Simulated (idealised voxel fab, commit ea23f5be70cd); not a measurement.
process module | voxel lift off
cross-section cut | 190 nm wide | cells 5 nm
A cross-section is a grid of square cells, given in bands from the top down. A band is one or more rows of cells.
Each band's line starts with the height of the band's top and of its bottom, in nm. Then come its materials from left to right, each with its width in nm. One material with "throughout" fills the band from edge to edge. "air" is empty space.
Height 0 is the level under which the wafer as received is all one material. The lowest band goes on downwards, as in "0 down".
A width such as "30 to 40" changes by the same amount from each row of cells to the next, from the band's top row to its bottom row.
"no change" after a step means that no cell of the cross-section changed.
closed voids: empty space of 8 cells or more with no open way to the top, each as width x height at its distance from the left edge, in nm
after a step's settings: what the simulator itself notes on the step
overlay nm, on a step with a mask: how far to the right of its planned place the mask lay; to the left if negative
plan
1 op RECEIVE | material Si
2 op CONFORMAL_DEP | material SiN | thk nm 15
3 op PATTERN | tone open | mask id LINES | material resist | width nm 25 | pitch nm 55 | thk nm 20 | overlay nm 0
4 op DIRECTIONAL_DEP | material Ru | thk nm 5
5 op STRIP | etch materials resist
6 op CONFORMAL_DEP | material SiCN | thk nm 5
as received, after step 1
  0 down: Si throughout
  closed voids: none
first wafer at the end, as planned
  25 to 20: air 20 | SiCN 35 | air 20 | SiCN 35 | air 20 | SiCN 35 | air 25
  20 to 15: SiCN 25 | Ru 25 | SiCN 30 | Ru 25 | SiCN 30 | Ru 25 | SiCN 30
  15 to 0: SiN throughout
  0 down: Si throughout
  closed voids: none
second wafer at the end: like start, like plan, one mistake
  25 to 20: SiCN 30 | air 15 | SiCN 40 | air 15 | SiCN 40 | air 15 | SiCN 35
  20 to 15: Ru 25 | SiCN 25 | Ru 30 | SiCN 25 | Ru 30 | SiCN 25 | Ru 30
  15 to 0: SiN throughout
  0 down: Si throughout
  closed voids: none
what went wrong: step 3 ran as: op PATTERN | tone cover | mask id LINES | material resist | width nm 25 | pitch nm 55 | thk nm 20 | overlay nm 0
at the end the second wafer has, in cells: 8 more of Ru
